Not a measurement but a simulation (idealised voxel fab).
Module name: voxel gate over fins (process module)
The figure presents cross-section cut, which has a width of 280 nm and is divided into square cells with an edge length of 5 nm.
Cross-section spec: square-cell grid; bands listed top down; each band is one or more rows. Within each band entry, the heights of the top and of the bottom of the band appear first, in that order and in nm; the materials of the band then follow from left to right, each with its corresponding width in nm. The designation "edge to edge" on a single material indicates that it fills the band from edge to edge; the designation "blank" indicates empty space. Convention: height 0 is the level below which the wafer, as received, is all one material. The lowest band does not terminate at the bottom but continues downward, represented as "z 0 and below". Top row gets the first number, bottom row gets the second, and each row in between changes by the same step: that is how a band width like "30..40" works. You'll sometimes find "nothing different" written for a step, and that's the way of saying that nowhere in the cross-section did a cell change during that step. In the "Enclosed internal cavities" entry, you get each enclosed empty space of 8 cells or more, one with no open way to the top, written width x height at distance, distance from the left edge, in nm. Past the settings on a step's line: simulator remark, on that step. A step's line can hold "overlay nm"; with a mask on that step, the setting says how far right of the planned place the mask lay, while a negative setting says it lay to the left.
Listed below are the process steps as planned:
1 RECEIVE (material Si)
2 CONFORMAL_DEP (material SiN; thk nm 10)
3 DIRECTIONAL_DEP (material aC; thk nm 15)
4 PATTERN (tone cover; mask id FINS; material resist; width nm 15; pitch nm 50; thk nm 30; overlay nm 0)
5 DIRECTIONAL_ETCH (etch materials aC; depth nm 15)
6 STRIP (etch materials resist)
7 DIRECTIONAL_ETCH (etch materials SiN; depth nm 5)
8 DIRECTIONAL_ETCH (etch materials Si; depth nm 30)
9 STRIP (etch materials aC)
10 OXIDIZE (depth nm 5)
11 FILL_DEP (material SiO2; thk nm 15)
12 CMP (height nm 10)
13 MASKED_ETCH (tone open; mask id RAIL; width nm 15; etch materials SiO2; depth nm 35; overlay nm 0)
14 CONFORMAL_DEP (material TiN; thk nm 5)
15 FILL_DEP (material W; thk nm 5)
16 CMP (height nm 10)
17 SELECTIVE_ETCH (etch materials W Ru TiN; depth nm 25)
18 FILL_DEP (material SiO2; thk nm 5)
19 CMP (height nm 10)
20 SELECTIVE_ETCH (etch materials SiO2; depth nm 20)
21 STRIP (etch materials SiN)
22 CONFORMAL_DEP (material HfO2; thk nm 5)
23 CONFORMAL_DEP (material TiN; thk nm 5)
24 FILL_DEP (material W; thk nm 15)
25 CMP (height nm 20)
26 CONFORMAL_DEP (material SiN; thk nm 5)
The plan shows the depth nm of step 7 as the first wafer had it; this setting differs between the wafers, which start out alike.
Cross-section, first of several wafers, as delivered after step 1:
  z 0 and below  Si edge to edge
  Enclosed internal cavities: none
Take a look at the first of several wafers in cross-section: the module is done, and step 26 was its last step:
  z 25 to 20  SiN edge to edge
  z 20 to 10  W edge to edge
  z 10 to 5  TiN edge to edge
  z 5 to 0  HfO2 edge to edge
  z 0 and below  Si edge to edge
  Enclosed internal cavities: none
Cross-section, module end, final of several wafers:
  z 25 to 20  SiN edge to edge
  z 20 to 10  W edge to edge
  z 10 to 5  W=50 | TiN=25 | W=25 | TiN=25 | W=25 | TiN=25 | W=25 | TiN=25 | W=55
  z 5 to 0  W=50 | TiN=5 | HfO2=15 | TiN=5 | W=25 | TiN=5 | HfO2=15 | TiN=5 | W=25 | TiN=5 | HfO2=15 | TiN=5 | W=25 | TiN=5 | HfO2=15 | TiN=5 | W=55
  z 0 to -5  TiN=55 | HfO2=5 | Si=5 | HfO2=5 | TiN=35 | HfO2=5 | Si=5 | HfO2=5 | TiN=35 | HfO2=5 | Si=5 | HfO2=5 | TiN=35 | HfO2=5 | Si=5 | HfO2=5 | TiN=60
  z -5 to -10  HfO2=60 | Si=5 | HfO2=45 | Si=5 | HfO2=45 | Si=5 | HfO2=45 | Si=5 | HfO2=65
  z -10 to -15  SiO2=60 | Si=5 | SiO2=45 | Si=5 | SiO2=45 | Si=5 | SiO2=45 | Si=5 | SiO2=65
  z -15 to -20  SiO2=60 | Si=5 | SiO2=15 | TiN=5 | W=5 | TiN=5 | SiO2=15 | Si=5 | SiO2=45 | Si=5 | SiO2=45 | Si=5 | SiO2=65
  z -20 to -25  SiO2=60 | Si=5 | SiO2=15 | TiN=15 | SiO2=15 | Si=5 | SiO2=45 | Si=5 | SiO2=45 | Si=5 | SiO2=65
  z -25 to -35  SiO2=60 | Si=5 | SiO2=45 | Si=5 | SiO2=45 | Si=5 | SiO2=45 | Si=5 | SiO2=65
  z -35 and below  Si edge to edge
  Enclosed internal cavities: none
Take any row and you have a wafer at the end of the module: how many cells of each material it has gained (+) or lost (-) since it was received, and then its closed voids:
depth nm 5 | +56 HfO2 | +56 SiN | +56 TiN | +112 W | Enclosed internal cavities: none
depth nm 10 | +72 HfO2 | -364 Si | +56 SiN | +254 SiO2 | +77 TiN | +185 W | Enclosed internal cavities: none
depth nm 15 | +72 HfO2 | -364 Si | +56 SiN | +254 SiO2 | +77 TiN | +185 W | Enclosed internal cavities: none
depth nm 20 | +72 HfO2 | -364 Si | +56 SiN | +254 SiO2 | +77 TiN | +185 W | Enclosed internal cavities: none
depth nm 25 | +72 HfO2 | -364 Si | +56 SiN | +254 SiO2 | +77 TiN | +185 W | Enclosed internal cavities: none
